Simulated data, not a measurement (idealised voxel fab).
You're looking at the process module voxel transistor to metal.
Cross-sectional view cut (width: 200 nm; square cell size: 5 nm).
In this document a cross-section is written as a grid of square cells. It is given as a series of bands, listed from the top down, and a band is one or more rows of cells.
Each band's line starts with the height of the band's top and of its bottom, in nm. Then come its materials from left to right, each with its width in nm. One material with "all across" fills the band from edge to edge. "empty" is empty space.
A quick word on heights: they are counted from 0, and under that level the wafer as it came to us is one material throughout. The lowest band is different from the rest in having no bottom; it simply continues downward, written as in "0..down".
Per-row width for "30->40": begins at first number (top row of band), ends at second number (bottom row), increment between rows held constant.
Step marked "nothing changed"? Then no cell in the cross-section changed in it.
Closed empty spaces (no open way to the top) of 8 cells or more are what "Trapped void list" lists, each as width x height at distance from the left edge, nm for all three.
Heads up: the bit after the settings on a step's line is the simulator's remark on that step.
What "overlay nm" on a step's line means: if the step has a mask, that mask lay this far to the right of its planned place, or, when the value is negative, to the left.

[Intended process steps]
1) op RECEIVE | material Si
2) op OXIDIZE | depth nm 5
3) op CONFORMAL_DEP | material SiN | thk nm 10
4) op MASKED_ETCH | tone cover | mask id ACTIVE | width nm 110 | etch materials SiN | depth nm 10 | overlay nm 0
5) op MASKED_ETCH | tone cover | mask id ACTIVE | width nm 110 | etch materials SiO2 | depth nm 5 | overlay nm 0
6) op MASKED_ETCH | tone cover | mask id ACTIVE | width nm 110 | etch materials Si | depth nm 35 | overlay nm 0
7) op OXIDIZE | depth nm 5
8) op FILL_DEP | material SiO2 | thk nm 5
9) op CMP | height nm 10
10) op SELECTIVE_ETCH | etch materials SiO2 | depth nm 10
11) op STRIP | etch materials SiN
12) op SELECTIVE_ETCH | etch materials SiO2 | depth nm 5
13) op OXIDIZE | depth nm 5
14) op DIRECTIONAL_DEP | material polySi | thk nm 25
15) op DIRECTIONAL_DEP | material SiCN | thk nm 15
16) op DIRECTIONAL_DEP | material aC | thk nm 15
17) op PATTERN | tone cover | mask id GATE | material resist | width nm 20 | thk nm 30 | overlay nm 0
18) op DIRECTIONAL_ETCH | etch materials aC | depth nm 15
19) op STRIP | etch materials resist
20) op DIRECTIONAL_ETCH | etch materials SiCN | depth nm 25
21) op DIRECTIONAL_ETCH | etch materials polySi | depth nm 35
22) op STRIP | etch materials aC
23) op CONFORMAL_DEP | material SiO2 | thk nm 5
24) op DIRECTIONAL_ETCH | etch materials SiO2 | depth nm 5
25) op CONFORMAL_DEP | material SiN | thk nm 5
26) op DIRECTIONAL_ETCH | etch materials SiN | depth nm 5
27) op DIRECTIONAL_ETCH | etch materials SiO2 | depth nm 5
28) op DIRECTIONAL_ETCH | etch materials Si | depth nm 10
29) op EPI | material nSi | thk nm 10
30) op FILL_DEP | material SiO2 | thk nm 10
31) op CMP | height nm 35
32) op DIRECTIONAL_DEP | material SiO2 | thk nm 15
33) op DIRECTIONAL_DEP | material aC | thk nm 10
34) op PATTERN | tone open | mask id CONTACT | material resist | width nm 20 | pitch nm 80 | thk nm 25 | overlay nm 0
35) op DIRECTIONAL_ETCH | etch materials aC | depth nm 10
36) op STRIP | etch materials resist
37) op DIRECTIONAL_ETCH | etch materials SiO2 | depth nm 60
38) op STRIP | etch materials aC
39) op CONFORMAL_DEP | material TiN | thk nm 5
40) op FILL_DEP | material W | thk nm 10
41) op CMP | height nm 50
42) op CONFORMAL_DEP | material SiN | thk nm 5
43) op DIRECTIONAL_DEP | material lowk | thk nm 25
44) op MASKED_ETCH | tone open | mask id METAL_1 | width nm 20 | pitch nm 80 | etch materials lowk | depth nm 25 | overlay nm 0
45) op MASKED_ETCH | tone open | mask id METAL_1 | width nm 20 | pitch nm 80 | etch materials SiN | depth nm 5 | overlay nm 0
46) op CONFORMAL_DEP | material TiN | thk nm 5
47) op FILL_DEP | material W | thk nm 10
48) op CMP | height nm 80
49) op EPI | material Ru | thk nm 5
50) op FILL_DEP | material SiCN | thk nm 5

[The cross-section here shows the wafer as received, i.e. in its state after step 1]
  0..down: Si all across
  Trapped void list: none

[One mistake in running the module, otherwise start and plan as above: cross-section at the end]
  90..85: SiCN all across
  85..80: SiCN=45  Ru=30  SiCN=50  Ru=30  SiCN=45
  80..55: lowk=50  TiN=5  W=10  TiN=5  lowk=60  TiN=5  W=10  TiN=5  lowk=50
  55..50: SiN=50  TiN=20  SiN=60  TiN=20  SiN=50
  50..35: SiO2=50  TiN=5  W=10  TiN=5  SiO2=60  TiN=5  W=10  TiN=5  SiO2=50
  35..20: SiO2=50  TiN=5  W=10  TiN=5  SiO2=10  SiN=5  SiO2=5  SiCN=20  SiO2=5  SiN=5  SiO2=10  TiN=5  W=10  TiN=5  SiO2=50
  20..0: SiO2=50  TiN=5  W=10  TiN=5  SiO2=10  SiN=5  SiO2=5  polySi=20  SiO2=5  SiN=5  SiO2=10  TiN=5  W=10  TiN=5  SiO2=50
  0..-5: SiO2=50  TiN=5  W=10  TiN=5  nSi=10  SiN=5  SiO2=5  polySi=20  SiO2=5  SiN=5  nSi=10  TiN=5  W=10  TiN=5  SiO2=50
  -5..-10: SiO2=50  TiN=20  nSi=10  SiO2=40  nSi=10  TiN=20  SiO2=50
  -10..-20: SiO2=50  nSi=30  Si=40  nSi=30  SiO2=50
  -20..-50: SiO2=50  Si=100  SiO2=50
  -50..down: Si all across
  Trapped void list: none
So what did we get wrong on this run? in deviation from the planned setting, step 6 was conducted as op MASKED_ETCH | tone cover | mask id ACTIVE | width nm 110 | etch materials Si | depth nm 40 | overlay nm 0
